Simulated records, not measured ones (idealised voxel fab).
Module name: voxel self aligned vias (process module)
Cross-section cut: width 220 nm, square cells of 5 nm.
A cross-section is a grid of square cells, given in bands from the top down. A band is one or more rows of cells.
A band entry consists of two parts. The first gives the height of the band's top and the height of its bottom, in nm. The rest lists the band's materials from left to right, each with its width in nm. A single material labelled with the word "everywhere" fills the band from edge to edge, and the word "empty" marks empty space.
Height datum 0, below which the as-received substrate wafer is one material. Lowest band open at the bottom, running downward: "0 -> down".
It should be noted that a width expressed as "30->40" varies in equal increments from row to row of cells within the band, taking the value of the first number at the top row and that of the second number at the bottom row.
Step marked "nothing changed"? Then no cell in the cross-section changed in it.
Basically, "Enclosed empty spaces" tells you about the enclosed voids: empty spaces with no open way to the top, 8 cells or bigger, each written width x height at distance, where distance is from the left edge, all in nm.
Note: text after step settings on the step line = simulator remark on that step.
"overlay nm" denotes, for a step that has a mask, the displacement of the mask to the right of its planned place, with negative values corresponding to the left.
Before/after cross-section pairs, one process step each; after shown to lowest changed band; step and settings beneath. Pairs may be from different runs of this module on the same starting wafer; a pair continues from the one above only where its "Pre-step cross-section" entry says so.
Pre-step cross-section
  45 -> 35 | 60 SiO2, then 30 SiN, then 40 SiO2, then 30 SiN, then 60 SiO2
  35 -> 25 | 60 SiO2, then 5 TiN, then 20 Ru, then 5 TiN, then 40 SiO2, then 5 TiN, then 20 Ru, then 5 TiN, then 60 SiO2
  25 -> 20 | 60 SiO2, then 30 TiN, then 40 SiO2, then 30 TiN, then 60 SiO2
  20 -> 0 | SiCN everywhere
  0 -> down | Si everywhere
  Enclosed empty spaces: none
Post-Process Section
  60 -> 45 | SiO2 everywhere
  Beneath the level 45, the cross-section is identical to its previous state.
  Enclosed empty spaces: none
So what happens between those two cross-sections up there? DIRECTIONAL_DEP (material SiO2; thk nm 15)
Pre-step cross-section: unchanged from the after cross-section in the pair immediately above; refer to that figure.
Post-Process Section
  60 -> 45 | 50 SiO2, then 50 empty, then 20 SiO2, then 50 empty, then 50 SiO2
  Beneath the level 45, the cross-section is identical to its previous state.
  Enclosed empty spaces: none
So what happens between those two cross-sections up there? MASKED_ETCH (tone open; mask id VIAS; width nm 50; pitch nm 70; etch materials SiO2; depth nm 15; overlay nm 0)
Pre-step cross-section: unchanged from the after cross-section in the pair immediately above; refer to that figure.
Post-Process Section
  60 -> 45 | 50 SiO2, then 50 empty, then 20 SiO2, then 50 empty, then 50 SiO2
  45 -> 35 | 60 SiO2, then 30 empty, then 40 SiO2, then 30 empty, then 60 SiO2
  Beneath the level 35, the cross-section is identical to its previous state.
  Enclosed empty spaces: none
So what happens between those two cross-sections up there? MASKED_ETCH (tone open; mask id VIAS; width nm 50; pitch nm 70; etch materials SiN; depth nm 10; overlay nm 0)
Pre-step cross-section: unchanged from the after cross-section in the pair immediately above; refer to that figure.
Post-Process Section
  65 -> 60 | 55 TiN, then 40 empty, then 30 TiN, then 40 empty, then 55 TiN
  60 -> 50 | 50 SiO2, then 5 TiN, then 40 empty, then 5 TiN, then 20 SiO2, then 5 TiN, then 40 empty, then 5 TiN, then 50 SiO2
  50 -> 40 | 50->60 SiO2, then 15->5 TiN, then 20 empty, then 15->5 TiN, then 20->40 SiO2, then 15->5 TiN, then 20 empty, then 15->5 TiN, then 50->60 SiO2
  40 -> 35 | 60 SiO2, then 30 TiN, then 40 SiO2, then 30 TiN, then 60 SiO2
  Beneath the level 35, the cross-section is identical to its previous state.
  Enclosed empty spaces: none
So what happens between those two cross-sections up there? CONFORMAL_DEP (material TiN; thk nm 5)
Pre-step cross-section: unchanged from the after cross-section in the pair immediately above; refer to that figure.
Post-Process Section
  70 -> 65 | Cu everywhere
  65 -> 60 | 55 TiN, then 40 Cu, then 30 TiN, then 40 Cu, then 55 TiN
  60 -> 50 | 50 SiO2, then 5 TiN, then 40 Cu, then 5 TiN, then 20 SiO2, then 5 TiN, then 40 Cu, then 5 TiN, then 50 SiO2
  50 -> 40 | 50->60 SiO2, then 15->5 TiN, then 20 Cu, then 15->5 TiN, then 20->40 SiO2, then 15->5 TiN, then 20 Cu, then 15->5 TiN, then 50->60 SiO2
  Beneath the level 40, the cross-section is identical to its previous state.
  Enclosed empty spaces: none
So what happens between those two cross-sections up there? FILL_DEP (material Cu; thk nm 5)
Pre-step cross-section: unchanged from the after cross-section in the pair immediately above; refer to that figure.
Post-Process Section
  60 -> 50 | 50 SiO2, then 5 TiN, then 40 Cu, then 5 TiN, then 20 SiO2, then 5 TiN, then 40 Cu, then 5 TiN, then 50 SiO2
  Beneath the level 50, the cross-section is identical to its previous state.
  Enclosed empty spaces: none
So what happens between those two cross-sections up there? CMP (height nm 60)
Pre-step cross-section: unchanged from the after cross-section in the pair immediately above; refer to that figure.
Post-Process Section
  65 -> 60 | SiCN everywhere
  Beneath the level 60, the cross-section is identical to its previous state.
  Enclosed empty spaces: none
So what happens between those two cross-sections up there? CONFORMAL_DEP (material SiCN; thk nm 5)
Pre-step cross-section
  60 -> 45 | SiO2 everywhere
  45 -> 35 | 60 SiO2, then 30 SiN, then 40 SiO2, then 30 SiN, then 60 SiO2
  35 -> 25 | 60 SiO2, then 5 TiN, then 20 Ru, then 5 TiN, then 40 SiO2, then 5 TiN, then 20 Ru, then 5 TiN, then 60 SiO2
  25 -> 20 | 60 SiO2, then 30 TiN, then 40 SiO2, then 30 TiN, then 60 SiO2
  20 -> 15 | SiCN everywhere
  15 -> 0 | SiO2 everywhere
  0 -> down | Si everywhere
  Enclosed empty spaces: none
Post-Process Section
  60 -> 45 | 50 empty, then 50 SiO2, then 20 empty, then 50 SiO2, then 50 empty
  Beneath the level 45, the cross-section is identical to its previous state.
  Enclosed empty spaces: none
So what happens between those two cross-sections up there? MASKED_ETCH (tone cover; mask id VIAS; width nm 50; pitch nm 70; etch materials SiO2; depth nm 15; overlay nm 0)
Pre-step cross-section: unchanged from the after cross-section in the pair immediately above; refer to that figure.
Post-Process Section
  65 -> 60 | 45 empty, then 60 TiN, then 10 empty, then 60 TiN, then 45 empty
  60 -> 50 | 45 empty, then 5 TiN, then 50 SiO2, then 5 TiN, then 10 empty, then 5 TiN, then 50 SiO2, then 5 TiN, then 45 empty
  50 -> 45 | 50 TiN, then 50 SiO2, then 20 TiN, then 50 SiO2, then 50 TiN
  Beneath the level 45, the cross-section is identical to its previous state.
  Enclosed empty spaces: none
So what happens between those two cross-sections up there? CONFORMAL_DEP (material TiN; thk nm 5)
Pre-step cross-section: unchanged from the after cross-section in the pair immediately above; refer to that figure.
Post-Process Section
  70 -> 65 | Cu everywhere
  65 -> 60 | 45 Cu, then 60 TiN, then 10 Cu, then 60 TiN, then 45 Cu
  60 -> 50 | 45 Cu, then 5 TiN, then 50 SiO2, then 5 TiN, then 10 Cu, then 5 TiN, then 50 SiO2, then 5 TiN, then 45 Cu
  Beneath the level 50, the cross-section is identical to its previous state.
  Enclosed empty spaces: none
So what happens between those two cross-sections up there? FILL_DEP (material Cu; thk nm 5)
Pre-step cross-section: unchanged from the after cross-section in the pair immediately above; refer to that figure.
Post-Process Section
  60 -> 50 | 45 Cu, then 5 TiN, then 50 SiO2, then 5 TiN, then 10 Cu, then 5 TiN, then 50 SiO2, then 5 TiN, then 45 Cu
  Beneath the level 50, the cross-section is identical to its previous state.
  Enclosed empty spaces: none
So what happens between those two cross-sections up there? CMP (height nm 60)
Pre-step cross-section: unchanged from the after cross-section in the pair immediately above; refer to that figure.
Post-Process Section
  65 -> 60 | SiCN everywhere
  Beneath the level 60, the cross-section is identical to its previous state.
  Enclosed empty spaces: none
So what happens between those two cross-sections up there? CONFORMAL_DEP (material SiCN; thk nm 5)
